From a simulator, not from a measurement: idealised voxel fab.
Process module name: voxel wiring stack
In the cross-section labelled cut, the width is 195 nm and each square cell is 5 nm.
Heads up, the way a cross-section reads in here is a grid of square cells, handed over as bands from the top down, with every band being one or more rows of cells.
Heights first: top, then bottom, in nm. Then materials, left to right, each with a width in nm. "edge to edge" on a single material: fills the band edge to edge. "blank": empty space.
Where do heights start? At 0: under that level the wafer as delivered is made of one material only. And the lowest band has no floor; it just carries on downward, as in "from 0 down".
Read "30->40" as a graded width: first number on top, second number at the bottom, same change between each pair of neighbouring rows.
The cross-section has no changed cell in any step marked "everything unchanged".
In the "Voids, sealed" entry, you get each enclosed empty space of 8 cells or more, one with no open way to the top, written width x height at distance, distance from the left edge, in nm.
Post-settings text on a step line: simulator's own remark regarding the step.
overlay nm: where the mask lay relative to plan, measured to the right, on steps with a mask; negatives go left.

The process steps that were planned are listed below:
1,op RECEIVE | material Si
2,op CONFORMAL_DEP | material SiO2 | thk nm 10
3,op DIRECTIONAL_DEP | material TiN | thk nm 5
4,op DIRECTIONAL_DEP | material W | thk nm 20
5,op DIRECTIONAL_DEP | material aC | thk nm 10
6,op PATTERN | tone cover | mask id METAL_1 | material resist | width nm 25 | pitch nm 50 | thk nm 25 | overlay nm 0
7,op DIRECTIONAL_ETCH | etch materials aC | depth nm 10
8,op STRIP | etch materials resist
9,op DIRECTIONAL_ETCH | etch materials W | depth nm 20
10,op DIRECTIONAL_ETCH | etch materials TiN | depth nm 5
11,op STRIP | etch materials aC
12,op FILL_DEP | material lowk | thk nm 5
13,op CMP | height nm 35
14,op CONFORMAL_DEP | material SiCN | thk nm 5
15,op DIRECTIONAL_DEP | material lowk | thk nm 10
16,op MASKED_ETCH | tone open | mask id PLUG_1 | width nm 15 | etch materials lowk | depth nm 10 | overlay nm 0
17,op MASKED_ETCH | tone open | mask id PLUG_1 | width nm 15 | etch materials SiCN | depth nm 5 | overlay nm 0
18,op CONFORMAL_DEP | material TiN | thk nm 5
19,op FILL_DEP | material W | thk nm 5
20,op CMP | height nm 50
21,op DIRECTIONAL_DEP | material TiN | thk nm 5
22,op DIRECTIONAL_DEP | material W | thk nm 20
23,op PATTERN | tone cover | mask id METAL_2 | material resist | width nm 25 | pitch nm 50 | thk nm 15 | overlay nm 0
24,op DIRECTIONAL_ETCH | etch materials W | depth nm 20
25,op DIRECTIONAL_ETCH | etch materials TiN | depth nm 5
26,op STRIP | etch materials resist
27,op CONFORMAL_DEP | material SiCN | thk nm 5
28,op FILL_DEP | material lowk | thk nm 10
29,op CMP | height nm 75
30,op CONFORMAL_DEP | material SiN | thk nm 5

First out of two wafers; run went to plan:

Cross-section of the incoming wafer, state after step 1:
- from 0 down | Si edge to edge
- Voids, sealed: none

Cross-section of the wafer after step 2:
- from 10 to 0 | SiO2 edge to edge
- Below 0, no change.

Cross-section of the wafer after step 3:
- from 15 to 10 | TiN edge to edge
- Below 10, no change.

Cross-section of the wafer after step 4:
- from 35 to 15 | W edge to edge
- Below 15, no change.

Cross-section of the wafer after step 5:
- from 45 to 35 | aC edge to edge
- Below 35, no change.

Cross-section of the wafer after step 6:
- from 70 to 45 | blank 60 nm | resist 25 nm | blank 25 nm | resist 25 nm | blank 60 nm
- Below 45, no change.

Cross-section of the wafer after step 7:
- from 60 to 45 | blank 60 nm | resist 25 nm | blank 25 nm | resist 25 nm | blank 60 nm
- from 45 to 35 | blank 60 nm | aC 25 nm | blank 25 nm | aC 25 nm | blank 60 nm
- Below 35, no change.

Cross-section of the wafer after step 8:
- from 45 to 35 | blank 60 nm | aC 25 nm | blank 25 nm | aC 25 nm | blank 60 nm
- Below 35, no change.

Cross-section of the wafer after step 9:
- from 45 to 35 | blank 60 nm | aC 25 nm | blank 25 nm | aC 25 nm | blank 60 nm
- from 35 to 15 | blank 60 nm | W 25 nm | blank 25 nm | W 25 nm | blank 60 nm
- Below 15, no change.

Cross-section of the wafer after step 10:
- from 45 to 35 | blank 60 nm | aC 25 nm | blank 25 nm | aC 25 nm | blank 60 nm
- from 35 to 15 | blank 60 nm | W 25 nm | blank 25 nm | W 25 nm | blank 60 nm
- from 15 to 10 | blank 60 nm | TiN 25 nm | blank 25 nm | TiN 25 nm | blank 60 nm
- Below 10, no change.

Cross-section of the wafer after step 11:
- from 35 to 15 | blank 60 nm | W 25 nm | blank 25 nm | W 25 nm | blank 60 nm
- Below 15, no change.

Cross-section of the wafer after step 12:
- from 40 to 35 | lowk edge to edge
- from 35 to 15 | lowk 60 nm | W 25 nm | lowk 25 nm | W 25 nm | lowk 60 nm
- from 15 to 10 | lowk 60 nm | TiN 25 nm | lowk 25 nm | TiN 25 nm | lowk 60 nm
- Below 10, no change.

Cross-section of the wafer after step 13:
- from 35 to 15 | lowk 60 nm | W 25 nm | lowk 25 nm | W 25 nm | lowk 60 nm
- Below 15, no change.

Cross-section of the wafer after step 14:
- from 40 to 35 | SiCN edge to edge
- Below 35, no change.

Cross-section of the wafer after step 15:
- from 50 to 40 | lowk edge to edge
- Below 40, no change.

Cross-section of the wafer after step 16:
- from 50 to 40 | lowk 60 nm | blank 15 nm | lowk 120 nm
- Below 40, no change.

Cross-section of the wafer after step 17:
- from 50 to 40 | lowk 60 nm | blank 15 nm | lowk 120 nm
- from 40 to 35 | SiCN 60 nm | blank 15 nm | SiCN 120 nm
- Below 35, no change.

Cross-section of the wafer after step 18:
- from 55 to 50 | TiN 65 nm | blank 5 nm | TiN 125 nm
- from 50 to 40 | lowk 60 nm | TiN 5 nm | blank 5 nm | TiN 5 nm | lowk 120 nm
- from 40 to 35 | SiCN 60 nm | TiN 15 nm | SiCN 120 nm
- Below 35, no change.

Cross-section of the wafer after step 19:
- from 60 to 55 | W edge to edge
- from 55 to 50 | TiN 65 nm | W 5 nm | TiN 125 nm
- from 50 to 40 | lowk 60 nm | TiN 5 nm | W 5 nm | TiN 5 nm | lowk 120 nm
- Below 40, no change.

Cross-section of the wafer after step 20:
- from 50 to 40 | lowk 60 nm | TiN 5 nm | W 5 nm | TiN 5 nm | lowk 120 nm
- Below 40, no change.

Cross-section of the wafer after step 21:
- from 55 to 50 | TiN edge to edge
- Below 50, no change.

Cross-section of the wafer after step 22:
- from 75 to 55 | W edge to edge
- Below 55, no change.

Cross-section of the wafer after step 23:
- from 90 to 75 | blank 60 nm | resist 25 nm | blank 25 nm | resist 25 nm | blank 60 nm
- Below 75, no change.

Cross-section of the wafer after step 24:
- from 90 to 75 | blank 60 nm | resist 25 nm | blank 25 nm | resist 25 nm | blank 60 nm
- from 75 to 55 | blank 60 nm | W 25 nm | blank 25 nm | W 25 nm | blank 60 nm
- Below 55, no change.

Cross-section of the wafer after step 25:
- from 90 to 75 | blank 60 nm | resist 25 nm | blank 25 nm | resist 25 nm | blank 60 nm
- from 75 to 55 | blank 60 nm | W 25 nm | blank 25 nm | W 25 nm | blank 60 nm
- from 55 to 50 | blank 60 nm | TiN 25 nm | blank 25 nm | TiN 25 nm | blank 60 nm
- Below 50, no change.

Cross-section of the wafer after step 26:
- from 75 to 55 | blank 60 nm | W 25 nm | blank 25 nm | W 25 nm | blank 60 nm
- Below 55, no change.

Cross-section of the wafer after step 27:
- from 80 to 75 | blank 55 nm | SiCN 35 nm | blank 15 nm | SiCN 35 nm | blank 55 nm
- from 75 to 55 | blank 55 nm | SiCN 5 nm | W 25 nm | SiCN 5 nm | blank 15 nm | SiCN 5 nm | W 25 nm | SiCN 5 nm | blank 55 nm
- from 55 to 50 | SiCN 60 nm | TiN 25 nm | SiCN 25 nm | TiN 25 nm | SiCN 60 nm
- Below 50, no change.

Cross-section of the wafer after step 28:
- from 90 to 80 | lowk edge to edge
- from 80 to 75 | lowk 55 nm | SiCN 35 nm | lowk 15 nm | SiCN 35 nm | lowk 55 nm
- from 75 to 55 | lowk 55 nm | SiCN 5 nm | W 25 nm | SiCN 5 nm | lowk 15 nm | SiCN 5 nm | W 25 nm | SiCN 5 nm | lowk 55 nm
- Below 55, no change.

Cross-section of the wafer after step 29:
- from 75 to 55 | lowk 55 nm | SiCN 5 nm | W 25 nm | SiCN 5 nm | lowk 15 nm | SiCN 5 nm | W 25 nm | SiCN 5 nm | lowk 55 nm
- Below 55, no change.

Cross-section of the wafer after step 30:
- from 80 to 75 | SiN edge to edge
- Below 75, no change.

Second wafer, same starting state and plan as the first, one mistake in the run, identical through step 12:

Second wafer shown in cross-section at the time step 13 was slated to end:
- from 35 to 15 | lowk 60 nm | W 25 nm | lowk 25 nm | W 25 nm | lowk 60 nm
- Below 15, no change.

Second wafer shown in cross-section at the time step 14 was slated to end:
- from 40 to 35 | SiCN edge to edge
- Below 35, no change.

Second wafer shown in cross-section at the time step 15 was slated to end:
- from 50 to 40 | lowk edge to edge
- Below 40, no change.

Second wafer shown in cross-section at the time step 16 was slated to end:
- from 50 to 40 | lowk 60 nm | blank 15 nm | lowk 120 nm
- Below 40, no change.

Second wafer shown in cross-section at the time step 17 was slated to end:
- from 50 to 40 | lowk 60 nm | blank 15 nm | lowk 120 nm
- from 40 to 35 | SiCN 60 nm | blank 15 nm | SiCN 120 nm
- Below 35, no change.

Second wafer shown in cross-section at the time step 18 was slated to end:
- from 55 to 50 | TiN 65 nm | blank 5 nm | TiN 125 nm
- from 50 to 40 | lowk 60 nm | TiN 5 nm | blank 5 nm | TiN 5 nm | lowk 120 nm
- from 40 to 35 | SiCN 60 nm | TiN 15 nm | SiCN 120 nm
- Below 35, no change.

Second wafer shown in cross-section at the time step 19 was slated to end:
- from 60 to 55 | W edge to edge
- from 55 to 50 | TiN 65 nm | W 5 nm | TiN 125 nm
- from 50 to 40 | lowk 60 nm | TiN 5 nm | W 5 nm | TiN 5 nm | lowk 120 nm
- Below 40, no change.

Second wafer shown in cross-section at the time step 20 was slated to end:
- from 50 to 40 | lowk 60 nm | TiN 5 nm | W 5 nm | TiN 5 nm | lowk 120 nm
- Below 40, no change.

Second wafer shown in cross-section at the time step 21 was slated to end:
- from 55 to 50 | TiN edge to edge
- Below 50, no change.

Second wafer shown in cross-section at the time step 22 was slated to end:
- from 75 to 55 | W edge to edge
- Below 55, no change.

Second wafer shown in cross-section at the time step 23 was slated to end:
- from 90 to 75 | blank 60 nm | resist 25 nm | blank 25 nm | resist 25 nm | blank 60 nm
- Below 75, no change.

Second wafer shown in cross-section at the time step 24 was slated to end:
- from 90 to 75 | blank 60 nm | resist 25 nm | blank 25 nm | resist 25 nm | blank 60 nm
- from 75 to 55 | blank 60 nm | W 25 nm | blank 25 nm | W 25 nm | blank 60 nm
- Below 55, no change.

Second wafer shown in cross-section at the time step 25 was slated to end:
- from 90 to 75 | blank 60 nm | resist 25 nm | blank 25 nm | resist 25 nm | blank 60 nm
- from 75 to 55 | blank 60 nm | W 25 nm | blank 25 nm | W 25 nm | blank 60 nm
- from 55 to 50 | blank 60 nm | TiN 25 nm | blank 25 nm | TiN 25 nm | blank 60 nm
- Below 50, no change.

Second wafer shown in cross-section at the time step 26 was slated to end:
- from 75 to 55 | blank 60 nm | W 25 nm | blank 25 nm | W 25 nm | blank 60 nm
- Below 55, no change.

Second wafer shown in cross-section at the time step 27 was slated to end:
- from 80 to 75 | blank 55 nm | SiCN 35 nm | blank 15 nm | SiCN 35 nm | blank 55 nm
- from 75 to 55 | blank 55 nm | SiCN 5 nm | W 25 nm | SiCN 5 nm | blank 15 nm | SiCN 5 nm | W 25 nm | SiCN 5 nm | blank 55 nm
- from 55 to 50 | SiCN 60 nm | TiN 25 nm | SiCN 25 nm | TiN 25 nm | SiCN 60 nm
- Below 50, no change.

Second wafer shown in cross-section at the time step 28 was slated to end:
- from 90 to 80 | lowk edge to edge
- from 80 to 75 | lowk 55 nm | SiCN 35 nm | lowk 15 nm | SiCN 35 nm | lowk 55 nm
- from 75 to 55 | lowk 55 nm | SiCN 5 nm | W 25 nm | SiCN 5 nm | lowk 15 nm | SiCN 5 nm | W 25 nm | SiCN 5 nm | lowk 55 nm
- Below 55, no change.

Second wafer shown in cross-section at the time step 29 was slated to end:
- from 75 to 55 | lowk 55 nm | SiCN 5 nm | W 25 nm | SiCN 5 nm | lowk 15 nm | SiCN 5 nm | W 25 nm | SiCN 5 nm | lowk 55 nm
- Below 55, no change.

Second wafer shown in cross-section at the time step 30 was slated to end:
- from 80 to 75 | SiN edge to edge
- Below 75, no change.
Which mistake was made when the wafer was run? the plan had its step 13 run twice
Outcome: the two wafer cross-sections end up identical, and the model's computation is unaffected by the mistake.
